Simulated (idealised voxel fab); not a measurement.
The following process module bears the name voxel self aligned vias.
Cross-section cut spans 300 nm and uses square cells 5 nm in size.
Cross-section = grid of square cells, listed top down in bands; band = one or more rows.
What a band's entry tells you: where the top is and where the bottom is, as heights in nm, and after that what lies inside, material by material from left to right, each with its width in nm. Empty space is written as the word "blank", and a single material marked with the word "all across" occupies the band from edge to edge.
Height datum 0, below which the as-received substrate wafer is one material. Lowest band open at the bottom, running downward: "top 0, no bottom".
The width entry "30..40" should be interpreted row by row: the top row of cells in the band takes the first number, the bottom row takes the second number, and the change between adjacent rows is uniform throughout.
Basically "no alterations made" means that step didn't change any cell in the cross-section.
Listed in "Closed cavity list": every empty space of 8 or more cells without an open way to the top. Form: width x height at distance, the distance being from the left edge, all in nm.
Heads up: the bit after the settings on a step's line is the simulator's remark on that step.
overlay nm: for a step with a mask, the amount by which the mask lay right of where it was planned; a negative amount means left of it.

Process steps (planned):
1,op RECEIVE | material Si
2,op CONFORMAL_DEP | material SiO2 | thk nm 15
3,op CONFORMAL_DEP | material SiCN | thk nm 5
4,op DIRECTIONAL_DEP | material lowk | thk nm 20
5,op DIRECTIONAL_DEP | material aC | thk nm 10
6,op PATTERN | tone open | mask id LINES | material resist | width nm 20 | pitch nm 60 | thk nm 30 | overlay nm 0
7,op DIRECTIONAL_ETCH | etch materials aC | depth nm 5
8,op STRIP | etch materials resist
9,op DIRECTIONAL_ETCH | etch materials lowk | depth nm 20
10,op STRIP | etch materials aC
11,op CONFORMAL_DEP | material TiN | thk nm 5
12,op FILL_DEP | material W | thk nm 5
13,op CMP | height nm 40
14,op SELECTIVE_ETCH | etch materials W Ru TiN | depth nm 10
15,op FILL_DEP | material SiN | thk nm 10
16,op CMP | height nm 40
17,op DIRECTIONAL_DEP | material lowk | thk nm 15
18,op PATTERN | tone open | mask id VIAS | material resist | width nm 40 | pitch nm 60 | thk nm 20 | overlay nm 0
19,op DIRECTIONAL_ETCH | etch materials lowk | depth nm 15
20,op DIRECTIONAL_ETCH | etch materials SiN | depth nm 10
21,op STRIP | etch materials resist
22,op CONFORMAL_DEP | material TiN | thk nm 5
23,op FILL_DEP | material W | thk nm 5
24,op CMP | height nm 55
25,op CONFORMAL_DEP | material SiN | thk nm 5
Variable across wafers: step 7 depth nm (plan value is that of the first wafer; starting state common to all).

This is how the first of several wafers looked in cross-section when it arrived, which is after step 1:
top 0, no bottom | Si all across
Closed cavity list: none

Cross-section of the first of several wafers, taken after step 25, where the module ends:
top 60, bottom 55 | SiN all across
top 55, bottom 45 | lowk (100), then TiN (5), then W (30), then TiN (5), then lowk (20), then TiN (5), then W (30), then TiN (5), then lowk (100)
top 45, bottom 40 | lowk (100), then TiN (40), then lowk (20), then TiN (40), then lowk (100)
top 40, bottom 20 | lowk all across
top 20, bottom 15 | SiCN all across
top 15, bottom 0 | SiO2 all across
top 0, no bottom | Si all across
Closed cavity list: none

End of module, last wafer sectioned:
top 60, bottom 55 | SiN all across
top 55, bottom 45 | lowk (100), then TiN (5), then W (30), then TiN (5), then lowk (20), then TiN (5), then W (30), then TiN (5), then lowk (100)
top 45, bottom 35 | lowk (100..110), then TiN (15..5), then W (10), then TiN (15..5), then lowk (20..40), then TiN (15..5), then W (10), then TiN (15..5), then lowk (100..110)
top 35, bottom 30 | lowk (110), then TiN (20), then lowk (40), then TiN (20), then lowk (110)
top 30, bottom 25 | lowk (110), then TiN (5), then W (10), then TiN (5), then lowk (40), then TiN (5), then W (10), then TiN (5), then lowk (110)
top 25, bottom 20 | lowk (110), then TiN (20), then lowk (40), then TiN (20), then lowk (110)
top 20, bottom 15 | SiCN all across
top 15, bottom 0 | SiO2 all across
top 0, no bottom | Si all across
Closed cavity list: none

Gained (+) or lost (-) cells of each material since receipt, then closed voids: one row per wafer, at the end of the module:
depth nm 5, +60 SiCN, +60 SiN, +180 SiO2, +24 TiN, +24 W, +372 lowk, Closed cavity list: none
depth nm 10, +60 SiCN, +60 SiN, +180 SiO2, +44 TiN, +36 W, +340 lowk, Closed cavity list: none
depth nm 15, +60 SiCN, +60 SiN, +180 SiO2, +44 TiN, +36 W, +340 lowk, Closed cavity list: none
depth nm 20, +60 SiCN, +60 SiN, +180 SiO2, +44 TiN, +36 W, +340 lowk, Closed cavity list: none
depth nm 25, +60 SiCN, +60 SiN, +180 SiO2, +44 TiN, +36 W, +340 lowk, Closed cavity list: none
